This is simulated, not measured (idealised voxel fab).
Presented below is a process module, voxel plated lines.
Displayed cross-section: cut, width of 260 nm, square cells sized 5 nm.
This document writes a cross-section as a grid whose cells are square, and gives it as bands, listed from the top down; one or more rows of cells form a band.
Band entry format. Leading values: height of top, height of bottom, nm. Remainder: materials in left-to-right order, each with its width in nm. Special words: "everywhere" on a single material, which then fills the band edge to edge; "blank", empty space.
Height reference: 0 = level under which incoming wafer is all one material. Lowest band: no bottom, runs on downward, e.g. "0 and below".
The width entry "30 to 40" should be interpreted row by row: the top row of cells in the band takes the first number, the bottom row takes the second number, and the change between adjacent rows is uniform throughout.
Take "same as before" at face value: in the step it is given for, the cross-section changed in none of its cells.
If an empty space has no open way to the top and is at least 8 cells in size, "Enclosed cavities" lists it, written width x height at distance, where distance is measured from the left edge and every value is in nm.
Text after the settings on a step's line: the simulator's own remark on that step.
The setting "overlay nm" may be written on the line of a step. When the step uses a mask, the value reports how far to the right of the planned place the mask lay, and a negative value reports that it lay to the left.

### Planned step list for the process
1: RECEIVE, material Si
2: CONFORMAL_DEP, material SiO2, thk nm 15
3: DIRECTIONAL_DEP, material TiN, thk nm 5
4: PATTERN, tone open, mask id LINES, material resist, width nm 20, pitch nm 45, thk nm 25, overlay nm 0
5: EPI, material Ru, thk nm 10
6: EPI, material Ru, thk nm 5
7: STRIP, etch materials resist
8: DIRECTIONAL_ETCH, etch materials TiN, depth nm 5
9: CONFORMAL_DEP, material SiCN, thk nm 10

### Cross-section: wafer on arrival = after step 1
> 0 and below  Si everywhere
> Enclosed cavities: none

### Cross-sectional result after module completion. Note: starting condition and plan are unchanged from above; one processing mistake was made
> 60 down to 50  blank=85; SiCN=40; blank=5; SiCN=40; blank=90
> 50 down to 40  blank=85; SiCN=10; Ru=20; SiCN=10; blank=5; SiCN=10; Ru=20; SiCN=10; blank=90
> 40 down to 35  SiCN=95; Ru=20; SiCN=25; Ru=20; SiCN=100
> 35 down to 30  SiCN=95; TiN=20; SiCN=25; TiN=20; SiCN=100
> 30 down to 0  SiO2 everywhere
> 0 and below  Si everywhere
> Enclosed cavities: none
Where did the run depart from the plan? the plan had its step 2 run twice
